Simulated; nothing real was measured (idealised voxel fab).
Process module, titled voxel capacitor over wiring
Cross-section cut spans 295 nm and uses square cells 5 nm in size.
Cross-section, as written here: a square-cell grid given band by band from the top down, where a band holds one or more rows of cells. This entry defines a band. It first specifies the height of the band's top and the height of its bottom in nm, and then specifies the band's materials from left to right, stating each material with its width in nm. The word "edge to edge" identifies a single material that fills the band from edge to edge, while the word "air" identifies empty space. Beneath 0, the wafer as received is one material, and that level is where height counting begins. The lowest band goes on downward without a bottom; it is written like "z 0 and below". The two numbers in a width such as "30 to 40" mark its ends across the band: the first belongs to the top row of cells, the second to the bottom row, and from each row to the next the width moves by the same amount. Where a step carries "nothing altered", the cross-section came out of it unchanged, cell for cell. This entry, "Fully enclosed voids", enumerates those empty regions of no fewer than 8 cells that possess no open connection to the top. Each region is reported in the form width x height at distance, the distance being taken from the left edge, with all three quantities expressed in nm. The remark found on a step's line after its settings is issued by the simulator itself and pertains to that step. The "overlay nm" setting may appear on a step's line; for a step that uses a mask, it gives how far to the right of its planned position the mask lay, and a negative value indicates the left.
Process steps (planned)
1,RECEIVE (material Si)
2,CONFORMAL_DEP (material SiO2; thk nm 10)
3,DIRECTIONAL_DEP (material TiN; thk nm 5)
4,DIRECTIONAL_DEP (material Ru; thk nm 20)
5,PATTERN (tone cover; mask id METAL_1; material resist; width nm 20; pitch nm 80; thk nm 15; overlay nm 0)
6,DIRECTIONAL_ETCH (etch materials Ru; depth nm 20)
7,DIRECTIONAL_ETCH (etch materials TiN; depth nm 5)
8,STRIP (etch materials resist)
9,CONFORMAL_DEP (material SiN; thk nm 5)
10,FILL_DEP (material SiO2; thk nm 10)
11,CMP (height nm 35)
12,CONFORMAL_DEP (material SiCN; thk nm 5)
13,DIRECTIONAL_DEP (material SiO2; thk nm 20)
14,MASKED_ETCH (tone open; mask id PLUG_1; width nm 15; etch materials SiO2; depth nm 20; overlay nm 0)
15,MASKED_ETCH (tone open; mask id PLUG_1; width nm 15; etch materials SiCN; depth nm 5; overlay nm 0)
16,CONFORMAL_DEP (material TiN; thk nm 5)
17,FILL_DEP (material W; thk nm 10)
18,CMP (height nm 60)
19,DIRECTIONAL_DEP (material TiN; thk nm 5)
20,DIRECTIONAL_DEP (material Al2O3; thk nm 5)
21,DIRECTIONAL_DEP (material TiN; thk nm 5)
22,MASKED_ETCH (tone cover; mask id UPPER_PLATE; width nm 55; etch materials TiN; depth nm 5; overlay nm 0)
23,MASKED_ETCH (tone cover; mask id UPPER_PLATE; width nm 65; etch materials Al2O3; depth nm 5; overlay nm 0)
24,PATTERN (tone cover; mask id LOWER_PLATE; material resist; width nm 75; thk nm 20; overlay nm 0)
25,DIRECTIONAL_ETCH (etch materials TiN; depth nm 5)
26,STRIP (etch materials resist)
27,FILL_DEP (material SiO2; thk nm 20)
28,CMP (height nm 90)
29,PATTERN (tone open; mask id PLUG_2; material resist; width nm 15; thk nm 20; overlay nm 0)
30,DIRECTIONAL_ETCH (etch materials SiO2; depth nm 15)
31,STRIP (etch materials resist)
32,CONFORMAL_DEP (material TiN; thk nm 5)
33,FILL_DEP (material Ru; thk nm 10)
34,CMP (height nm 90)
35,CONFORMAL_DEP (material SiCN; thk nm 5)
Where the wafers of this document differ is in the width nm of step 22; they start out the same, and the plan states the value that applied to the first wafer.
Received wafers, first of several: cross-section after step 1
z 0 and below | Si edge to edge
Fully enclosed voids: none
Here is how to read the rows: every wafer has a row, and it shows the wafer at the end of the module, giving for each material how many cells were gained (+) or lost (-) since the wafer was received, then listing its closed voids
width nm 55; +13 Al2O3; +34 Ru; +115 SiCN; +67 SiN; +836 SiO2; +52 TiN; +4 W; Fully enclosed voids: none
width nm 60; +13 Al2O3; +34 Ru; +115 SiCN; +67 SiN; +835 SiO2; +53 TiN; +4 W; Fully enclosed voids: none
width nm 65; +13 Al2O3; +34 Ru; +115 SiCN; +67 SiN; +834 SiO2; +54 TiN; +4 W; Fully enclosed voids: none
width nm 70; +14 Al2O3; +34 Ru; +115 SiCN; +67 SiN; +832 SiO2; +55 TiN; +4 W; Fully enclosed voids: none
width nm 75; +15 Al2O3; +34 Ru; +115 SiCN; +67 SiN; +830 SiO2; +56 TiN; +4 W; Fully enclosed voids: none
width nm 80; +16 Al2O3; +34 Ru; +115 SiCN; +67 SiN; +828 SiO2; +57 TiN; +4 W; Fully enclosed voids: none
